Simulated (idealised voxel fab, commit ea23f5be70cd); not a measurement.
This section sets out a process module, namely voxel released beams.
Cross-section cut spans 165 nm and uses square cells 5 nm in size.
Think of the cross-section as a grid of square cells. We describe it in bands, top to bottom, and each band covers one or more rows of those cells. Look at the band entry: it leads with the top's height and the bottom's height in nm. Then it lists the materials left to right, with a width in nm for each. The word "edge to edge" on a single material says that material fills the band edge to edge. The word "blank" is empty space. It should be noted that heights are counted from 0, beneath which the wafer as supplied is of one material throughout, and that the lowest band possesses no lower boundary but continues downward, as written in "top 0, no bottom". So if you see something like "30 to 40" for the width, read it as the top row of the band sitting at the first number and the bottom row at the second, with every row in between moving by the same amount as the last. Step note "nothing different" = no cross-section cell changed. In the "Entrapped void list" entry, you get each enclosed empty space of 8 cells or more, one with no open way to the top, written width x height at distance, distance from the left edge, in nm. It should be noted that, on the line of a given step, the content following the step's settings is a remark produced by the simulator itself with respect to that step. The setting "overlay nm" may be written on the line of a step. When the step uses a mask, the value reports how far to the right of the planned place the mask lay, and a negative value reports that it lay to the left.

-- Process steps (planned)
1: RECEIVE (material Si)
2: CONFORMAL_DEP (material Al2O3; thk nm 10)
3: DIRECTIONAL_DEP (material SiO2; thk nm 15)
4: PATTERN (tone open; mask id ANCHOR; material resist; width nm 30; thk nm 15; overlay nm 0)
5: DIRECTIONAL_ETCH (etch materials SiO2; depth nm 15)
6: STRIP (etch materials resist)
7: CONFORMAL_DEP (material W; thk nm 10)
8: PATTERN (tone cover; mask id BEAM; material resist; width nm 110; thk nm 20; overlay nm 0)
9: DIRECTIONAL_ETCH (etch materials W; depth nm 10)
10: STRIP (etch materials resist)
11: STRIP (etch materials SiO2)

-- First of two wafers: run as planned

-- Wafer as received: cross-section following step 1
	top 0, no bottom = Si edge to edge
	Entrapped void list: none

-- Upon completion of step 2, the wafer appears in cross-section as shown
	top 10, bottom 0 = Al2O3 edge to edge
	Beneath the level 0, the cross-section is identical to its previous state.

-- Upon completion of step 3, the wafer appears in cross-section as shown
	top 25, bottom 10 = SiO2 edge to edge
	Beneath the level 10, the cross-section is identical to its previous state.

-- Upon completion of step 4, the wafer appears in cross-section as shown
	top 40, bottom 25 = resist (30) | blank (30) | resist (105)
	Beneath the level 25, the cross-section is identical to its previous state.

-- Upon completion of step 5, the wafer appears in cross-section as shown
	top 40, bottom 25 = resist (30) | blank (30) | resist (105)
	top 25, bottom 10 = SiO2 (30) | blank (30) | SiO2 (105)
	Beneath the level 10, the cross-section is identical to its previous state.

-- Upon completion of step 6, the wafer appears in cross-section as shown
	top 25, bottom 10 = SiO2 (30) | blank (30) | SiO2 (105)
	Beneath the level 10, the cross-section is identical to its previous state.

-- Upon completion of step 7, the wafer appears in cross-section as shown
	top 35, bottom 25 = W (40) | blank (10) | W (115)
	top 25, bottom 20 = SiO2 (30) | W (10) | blank (10) | W (10) | SiO2 (105)
	top 20, bottom 10 = SiO2 (30) | W (30) | SiO2 (105)
	Beneath the level 10, the cross-section is identical to its previous state.

-- Upon completion of step 8, the wafer appears in cross-section as shown
	top 55, bottom 35 = blank (25) | resist (110) | blank (30)
	top 35, bottom 25 = W (40) | resist (10) | W (115)
	top 25, bottom 20 = SiO2 (30) | W (10) | resist (10) | W (10) | SiO2 (105)
	Beneath the level 20, the cross-section is identical to its previous state.

-- Upon completion of step 9, the wafer appears in cross-section as shown
	top 55, bottom 35 = blank (25) | resist (110) | blank (30)
	top 35, bottom 25 = blank (25) | W (15) | resist (10) | W (85) | blank (30)
	Beneath the level 25, the cross-section is identical to its previous state.

-- Upon completion of step 10, the wafer appears in cross-section as shown
	top 35, bottom 25 = blank (25) | W (15) | blank (10) | W (85) | blank (30)
	top 25, bottom 20 = SiO2 (30) | W (10) | blank (10) | W (10) | SiO2 (105)
	Beneath the level 20, the cross-section is identical to its previous state.

-- Upon completion of step 11, the wafer appears in cross-section as shown
	top 35, bottom 25 = blank (25) | W (15) | blank (10) | W (85) | blank (30)
	top 25, bottom 20 = blank (30) | W (10) | blank (10) | W (10) | blank (105)
	top 20, bottom 10 = blank (30) | W (30) | blank (105)
	Beneath the level 10, the cross-section is identical to its previous state.

-- Wafer two. Identical start, identical plan. One mistake in execution. Identical history through step 1

Second wafer: cross-section at the scheduled end of step 2: nothing different

-- Second wafer: cross-section at the scheduled end of step 3
	top 15, bottom 0 = SiO2 edge to edge
	Beneath the level 0, the cross-section is identical to its previous state.

-- Second wafer: cross-section at the scheduled end of step 4
	top 30, bottom 15 = resist (30) | blank (30) | resist (105)
	Beneath the level 15, the cross-section is identical to its previous state.

-- Second wafer: cross-section at the scheduled end of step 5
	top 30, bottom 15 = resist (30) | blank (30) | resist (105)
	top 15, bottom 0 = SiO2 (30) | blank (30) | SiO2 (105)
	Beneath the level 0, the cross-section is identical to its previous state.

-- Second wafer: cross-section at the scheduled end of step 6
	top 15, bottom 0 = SiO2 (30) | blank (30) | SiO2 (105)
	Beneath the level 0, the cross-section is identical to its previous state.

-- Second wafer: cross-section at the scheduled end of step 7
	top 25, bottom 15 = W (40) | blank (10) | W (115)
	top 15, bottom 10 = SiO2 (30) | W (10) | blank (10) | W (10) | SiO2 (105)
	top 10, bottom 0 = SiO2 (30) | W (30) | SiO2 (105)
	Beneath the level 0, the cross-section is identical to its previous state.

-- Second wafer: cross-section at the scheduled end of step 8
	top 45, bottom 25 = blank (25) | resist (110) | blank (30)
	top 25, bottom 15 = W (40) | resist (10) | W (115)
	top 15, bottom 10 = SiO2 (30) | W (10) | resist (10) | W (10) | SiO2 (105)
	Beneath the level 10, the cross-section is identical to its previous state.

-- Second wafer: cross-section at the scheduled end of step 9
	top 45, bottom 25 = blank (25) | resist (110) | blank (30)
	top 25, bottom 15 = blank (25) | W (15) | resist (10) | W (85) | blank (30)
	Beneath the level 15, the cross-section is identical to its previous state.

-- Second wafer: cross-section at the scheduled end of step 10
	top 25, bottom 15 = blank (25) | W (15) | blank (10) | W (85) | blank (30)
	top 15, bottom 10 = SiO2 (30) | W (10) | blank (10) | W (10) | SiO2 (105)
	Beneath the level 10, the cross-section is identical to its previous state.

-- Second wafer: cross-section at the scheduled end of step 11
	top 25, bottom 15 = blank (25) | W (15) | blank (10) | W (85) | blank (30)
	top 15, bottom 10 = blank (30) | W (10) | blank (10) | W (10) | blank (105)
	top 10, bottom 0 = blank (30) | W (30) | blank (105)
	Beneath the level 0, the cross-section is identical to its previous state.
What was done differently from what was planned? step 2 of the plan was omitted and not executed
Heads up, by the end the second wafer has more or fewer cells of some materials compared to the first: Al2O3 -66
